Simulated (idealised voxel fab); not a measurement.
Module name: voxel spacer lines (process module)
The cross-section on display is named cut; it measures 275 nm wide, and its cells are 5 nm squares.
Cross-section, as written here: a square-cell grid given band by band from the top down, where a band holds one or more rows of cells.
First you get the band's top height and its bottom height, in nm, and then the materials it's made of, left to right, with each width in nm. If you see a single material with "throughout", that one covers the band edge to edge. "empty" is empty space.
Below 0: as-received wafer, all one material; heights counted from there. Lowest band: no bottom, goes on down, written "0 and below".
The notation "30..40" denotes a width that varies across the rows of cells in the band, beginning at the first number in the top row, finishing at the second number in the bottom row, and changing by an identical amount from each row to the next.
Step note "left unchanged" = no cross-section cell changed.
"Catalogued sealed voids" specifies each empty space that is not open to the top and that occupies no fewer than 8 cells, using the form width x height at distance, the distance measured from the left edge and all three quantities in nm.
Post-settings text on a step line: simulator's own remark regarding the step.
A step's line can hold "overlay nm"; with a mask on that step, the setting says how far right of the planned place the mask lay, while a negative setting says it lay to the left.
Steps planned for the process
step 1: RECEIVE with material Si
step 2: CONFORMAL_DEP with material Al2O3, thk nm 5
step 3: DIRECTIONAL_DEP with material polySi, thk nm 15
step 4: DIRECTIONAL_DEP with material aC, thk nm 20
step 5: PATTERN with tone cover, mask id MANDREL, material resist, width nm 15, pitch nm 50, thk nm 25, overlay nm 0
step 6: DIRECTIONAL_ETCH with etch materials aC, depth nm 20
step 7: STRIP with etch materials resist
step 8: CONFORMAL_DEP with material SiO2, thk nm 10
step 9: DIRECTIONAL_ETCH with etch materials SiO2, depth nm 10
step 10: STRIP with etch materials aC
step 11: DIRECTIONAL_ETCH with etch materials polySi, depth nm 15
step 12: STRIP with etch materials SiO2
So this is the incoming wafer in cross-section - it's already been through step 1
	0 and below  Si throughout
	Catalogued sealed voids: none
First wafer at the end, as planned
	20 down to 5  95 empty / 10 polySi / 15 empty / 10 polySi / 15 empty / 10 polySi / 15 empty / 10 polySi / 95 empty
	5 down to 0  Al2O3 throughout
	0 and below  Si throughout
	Catalogued sealed voids: none
End of module, second wafer, cross-section. Started like the first, planned like the first, run with one mistake
	15 down to 0  95 empty / 10 polySi / 15 empty / 10 polySi / 15 empty / 10 polySi / 15 empty / 10 polySi / 95 empty
	0 and below  Si throughout
	Catalogued sealed voids: none
Which mistake was made when the wafer was run? step 2 in the plan did not get run; it was skipped
Final difference in cells, second wafer against first, listed per material as more or fewer: Al2O3: 55 fewer
